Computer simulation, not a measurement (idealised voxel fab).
Process module in this document: voxel self aligned contacts
The cross-section on display is named cut; it measures 150 nm wide, and its cells are 5 nm squares.
Bands, listed from the top down, are how a cross-section gets written in this document; the cross-section itself is a grid of square cells, and a band is one or more rows of them.
Band: top and bottom heights (nm) first, top before bottom; then materials from left to right, widths in nm. "edge to edge" marks a sole material filling the band edge to edge. "empty" denotes empty space.
The reference from which all heights are counted is 0, the level beneath which the as-received wafer is entirely one material; the lowest band, having no lower bound, proceeds downward and is written after the example "from 0 down".
Width "30 to 40": first value at the band's top row of cells, second value at its bottom row, equal change from row to row.
Step note "nothing different" = no cross-section cell changed.
"Sealed voids" specifies each empty space that is not open to the top and that occupies no fewer than 8 cells, using the form width x height at distance, the distance measured from the left edge and all three quantities in nm.
Anything after a step's settings on that line? It's the simulator's own note about the step.
The "overlay nm" setting may appear on a step's line; for a step that uses a mask, it gives how far to the right of its planned position the mask lay, and a negative value indicates the left.

-- Steps in the process plan
1: RECEIVE (material Si)
2: OXIDIZE (depth nm 5)
3: DIRECTIONAL_DEP (material polySi; thk nm 20)
4: DIRECTIONAL_DEP (material SiN; thk nm 20)
5: MASKED_ETCH (tone cover; mask id GATE; width nm 35; pitch nm 80; etch materials SiN; depth nm 20; overlay nm 0)
6: MASKED_ETCH (tone cover; mask id GATE; width nm 35; pitch nm 80; etch materials polySi; depth nm 20; overlay nm 0)
7: CONFORMAL_DEP (material SiN; thk nm 10)
8: DIRECTIONAL_ETCH (etch materials SiN; depth nm 10)
9: FILL_DEP (material SiO2; thk nm 10)
10: CMP (height nm 45)
11: DIRECTIONAL_DEP (material aC; thk nm 10)
12: PATTERN (tone open; mask id CONTACT; material resist; width nm 65; thk nm 30; overlay nm 0)
13: DIRECTIONAL_ETCH (etch materials aC; depth nm 10)
14: STRIP (etch materials resist)
15: DIRECTIONAL_ETCH (etch materials SiO2; depth nm 50)
16: STRIP (etch materials aC)
17: CONFORMAL_DEP (material TiN; thk nm 5)
18: FILL_DEP (material W; thk nm 10)
19: CMP (height nm 45)
20: CONFORMAL_DEP (material SiN; thk nm 5)

-- On the first of the two wafers: run conducted according to plan

-- Cross-section, incoming material, after step 1
- from 0 down  Si edge to edge
- Sealed voids: none

-- After step 2: wafer cross-section
- from 0 to -5  SiO2 edge to edge
- Under the height -5 nothing was changed.

-- After step 3: wafer cross-section
- from 20 to 0  polySi edge to edge
- Under the height 0 nothing was changed.

-- After step 4: wafer cross-section
- from 40 to 20  SiN edge to edge
- Under the height 20 nothing was changed.

-- After step 5: wafer cross-section
- from 40 to 20  empty (15) / SiN (35) / empty (45) / SiN (35) / empty (20)
- Under the height 20 nothing was changed.

-- After step 6: wafer cross-section
- from 40 to 20  empty (15) / SiN (35) / empty (45) / SiN (35) / empty (20)
- from 20 to 0  empty (15) / polySi (35) / empty (45) / polySi (35) / empty (20)
- Under the height 0 nothing was changed.

-- After step 7: wafer cross-section
- from 50 to 20  empty (5) / SiN (55) / empty (25) / SiN (55) / empty (10)
- from 20 to 10  empty (5) / SiN (10) / polySi (35) / SiN (10) / empty (25) / SiN (10) / polySi (35) / SiN (10) / empty (10)
- from 10 to 0  SiN (15) / polySi (35) / SiN (45) / polySi (35) / SiN (20)
- Under the height 0 nothing was changed.

-- After step 8: wafer cross-section
- from 40 to 20  empty (5) / SiN (55) / empty (25) / SiN (55) / empty (10)
- from 20 to 0  empty (5) / SiN (10) / polySi (35) / SiN (10) / empty (25) / SiN (10) / polySi (35) / SiN (10) / empty (10)
- Under the height 0 nothing was changed.

-- After step 9: wafer cross-section
- from 50 to 40  SiO2 edge to edge
- from 40 to 20  SiO2 (5) / SiN (55) / SiO2 (25) / SiN (55) / SiO2 (10)
- from 20 to 0  SiO2 (5) / SiN (10) / polySi (35) / SiN (10) / SiO2 (25) / SiN (10) / polySi (35) / SiN (10) / SiO2 (10)
- Under the height 0 nothing was changed.

-- After step 10: wafer cross-section
- from 45 to 40  SiO2 edge to edge
- Under the height 40 nothing was changed.

-- After step 11: wafer cross-section
- from 55 to 45  aC edge to edge
- Under the height 45 nothing was changed.

-- After step 12: wafer cross-section
- from 85 to 55  resist (40) / empty (65) / resist (45)
- Under the height 55 nothing was changed.

-- After step 13: wafer cross-section
- from 75 to 55  resist (40) / empty (65) / resist (45)
- from 55 to 45  aC (40) / empty (65) / aC (45)
- Under the height 45 nothing was changed.

-- After step 14: wafer cross-section
- from 55 to 45  aC (40) / empty (65) / aC (45)
- Under the height 45 nothing was changed.

-- After step 15: wafer cross-section
- from 55 to 45  aC (40) / empty (65) / aC (45)
- from 45 to 40  SiO2 (40) / empty (65) / SiO2 (45)
- from 40 to 20  SiO2 (5) / SiN (55) / empty (25) / SiN (55) / SiO2 (10)
- from 20 to 0  SiO2 (5) / SiN (10) / polySi (35) / SiN (10) / empty (25) / SiN (10) / polySi (35) / SiN (10) / SiO2 (10)
- from 0 to -5  SiO2 (60) / empty (25) / SiO2 (65)
- Under the height -5 nothing was changed.

-- After step 16: wafer cross-section
- from 45 to 40  SiO2 (40) / empty (65) / SiO2 (45)
- Under the height 40 nothing was changed.

-- After step 17: wafer cross-section
- from 50 to 45  TiN (45) / empty (55) / TiN (50)
- from 45 to 40  SiO2 (40) / TiN (25) / empty (15) / TiN (25) / SiO2 (45)
- from 40 to 20  SiO2 (5) / SiN (55) / TiN (5) / empty (15) / TiN (5) / SiN (55) / SiO2 (10)
- from 20 to 0  SiO2 (5) / SiN (10) / polySi (35) / SiN (10) / TiN (5) / empty (15) / TiN (5) / SiN (10) / polySi (35) / SiN (10) / SiO2 (10)
- from 0 to -5  SiO2 (60) / TiN (25) / SiO2 (65)
- Under the height -5 nothing was changed.

-- After step 18: wafer cross-section
- from 60 to 50  W edge to edge
- from 50 to 45  TiN (45) / W (55) / TiN (50)
- from 45 to 40  SiO2 (40) / TiN (25) / W (15) / TiN (25) / SiO2 (45)
- from 40 to 20  SiO2 (5) / SiN (55) / TiN (5) / W (15) / TiN (5) / SiN (55) / SiO2 (10)
- from 20 to 0  SiO2 (5) / SiN (10) / polySi (35) / SiN (10) / TiN (5) / W (15) / TiN (5) / SiN (10) / polySi (35) / SiN (10) / SiO2 (10)
- Under the height 0 nothing was changed.

-- After step 19: wafer cross-section
- from 45 to 40  SiO2 (40) / TiN (25) / W (15) / TiN (25) / SiO2 (45)
- Under the height 40 nothing was changed.

-- After step 20: wafer cross-section
- from 50 to 45  SiN edge to edge
- Under the height 45 nothing was changed.

-- Wafer two of the pair: same origin, same plan, one error during the run; identical to wafer one up to and including step 11

-- Second wafer, cross-section, planned end of step 12
- from 85 to 55  resist (45) / empty (65) / resist (40)
- Under the height 55 nothing was changed.

-- Second wafer, cross-section, planned end of step 13
- from 75 to 55  resist (45) / empty (65) / resist (40)
- from 55 to 45  aC (45) / empty (65) / aC (40)
- Under the height 45 nothing was changed.

-- Second wafer, cross-section, planned end of step 14
- from 55 to 45  aC (45) / empty (65) / aC (40)
- Under the height 45 nothing was changed.

-- Second wafer, cross-section, planned end of step 15
- from 55 to 45  aC (45) / empty (65) / aC (40)
- from 45 to 40  SiO2 (45) / empty (65) / SiO2 (40)
- from 40 to 20  SiO2 (5) / SiN (55) / empty (25) / SiN (55) / SiO2 (10)
- from 20 to 0  SiO2 (5) / SiN (10) / polySi (35) / SiN (10) / empty (25) / SiN (10) / polySi (35) / SiN (10) / SiO2 (10)
- from 0 to -5  SiO2 (60) / empty (25) / SiO2 (65)
- Under the height -5 nothing was changed.

-- Second wafer, cross-section, planned end of step 16
- from 45 to 40  SiO2 (45) / empty (65) / SiO2 (40)
- Under the height 40 nothing was changed.

-- Second wafer, cross-section, planned end of step 17
- from 50 to 45  TiN (50) / empty (55) / TiN (45)
- from 45 to 40  SiO2 (45) / TiN (20) / empty (15) / TiN (30) / SiO2 (40)
- from 40 to 20  SiO2 (5) / SiN (55) / TiN (5) / empty (15) / TiN (5) / SiN (55) / SiO2 (10)
- from 20 to 0  SiO2 (5) / SiN (10) / polySi (35) / SiN (10) / TiN (5) / empty (15) / TiN (5) / SiN (10) / polySi (35) / SiN (10) / SiO2 (10)
- from 0 to -5  SiO2 (60) / TiN (25) / SiO2 (65)
- Under the height -5 nothing was changed.

-- Second wafer, cross-section, planned end of step 18
- from 60 to 50  W edge to edge
- from 50 to 45  TiN (50) / W (55) / TiN (45)
- from 45 to 40  SiO2 (45) / TiN (20) / W (15) / TiN (30) / SiO2 (40)
- from 40 to 20  SiO2 (5) / SiN (55) / TiN (5) / W (15) / TiN (5) / SiN (55) / SiO2 (10)
- from 20 to 0  SiO2 (5) / SiN (10) / polySi (35) / SiN (10) / TiN (5) / W (15) / TiN (5) / SiN (10) / polySi (35) / SiN (10) / SiO2 (10)
- Under the height 0 nothing was changed.

-- Second wafer, cross-section, planned end of step 19
- from 45 to 40  SiO2 (45) / TiN (20) / W (15) / TiN (30) / SiO2 (40)
- Under the height 40 nothing was changed.

-- Second wafer, cross-section, planned end of step 20
- from 50 to 45  SiN edge to edge
- Under the height 45 nothing was changed.
Run error: step 12 was run on a setting that differed from the plan, and what really ran there is PATTERN (tone open; mask id CONTACT; material resist; width nm 65; thk nm 30; overlay nm 5)
Matching per-material cell counts, mismatched positions: that is how the second wafer compares with the first at the end.
